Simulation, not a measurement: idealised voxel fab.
Process module heading - voxel tone inversion
Pictured: cross-section cut, 255 nm wide, on a grid of 5 nm square cells.
Bands, listed from the top down, are how a cross-section gets written in this document; the cross-section itself is a grid of square cells, and a band is one or more rows of them. Band: top and bottom heights (nm) first, top before bottom; then materials from left to right, widths in nm. "throughout" marks a sole material filling the band edge to edge. "blank" denotes empty space. Height 0 is the level under which the wafer as received is all one material. The lowest band goes on downwards, as in "0 nm and below". Width spec "30->40" -> top row of cells at first value, bottom row at second value, equal per-row change in between. "everything unchanged" (step): cross-section cells unchanged, all of them. The list in "Enclosed void catalog" covers empty spaces of 8 cells or more that cannot reach the top through any open way, and it gives each as width x height at distance; the distance is from the left edge, and width, height and distance are in nm. Note: text after step settings on the step line = simulator remark on that step. overlay nm: right-of-plan distance of the mask on a masked step; negative values mean left-of-plan.
Plan:
1,RECEIVE (material Si)
2,CONFORMAL_DEP (material SiN; thk nm 5)
3,DIRECTIONAL_DEP (material aC; thk nm 20)
4,PATTERN (tone cover; mask id POSTS; material resist; width nm 25; pitch nm 55; thk nm 25; overlay nm 0)
5,DIRECTIONAL_ETCH (etch materials aC; depth nm 20)
6,STRIP (etch materials resist)
7,FILL_DEP (material SiO2; thk nm 10)
8,CMP (height nm 25)
9,STRIP (etch materials aC)
10,CONFORMAL_DEP (material TiN; thk nm 5)
11,FILL_DEP (material Cu; thk nm 10)
12,CMP (height nm 25)
13,CONFORMAL_DEP (material SiN; thk nm 5)
Cross-section of the wafer upon arrival, representing the state reached after step 1:
* 0 nm and below = Si throughout
* Enclosed void catalog: none
End-of-module cross-section. Starting structure and process plan as above; one mistake made in running it:
* 20 nm to 15 nm = SiN throughout
* 15 nm to 10 nm = SiO2: 30 | TiN: 5 | Cu: 15 | TiN: 5 | SiO2: 30 | TiN: 5 | Cu: 15 | TiN: 5 | SiO2: 30 | TiN: 5 | Cu: 15 | TiN: 5 | SiO2: 30 | TiN: 5 | Cu: 15 | TiN: 5 | SiO2: 35
* 10 nm to 5 nm = SiO2: 30 | TiN: 25 | SiO2: 30 | TiN: 25 | SiO2: 30 | TiN: 25 | SiO2: 30 | TiN: 25 | SiO2: 35
* 5 nm to 0 nm = SiN throughout
* 0 nm and below = Si throughout
* Enclosed void catalog: none
So what did we get wrong on this run? step 12 went in with a setting other than planned; the actual run was CMP (height nm 15)
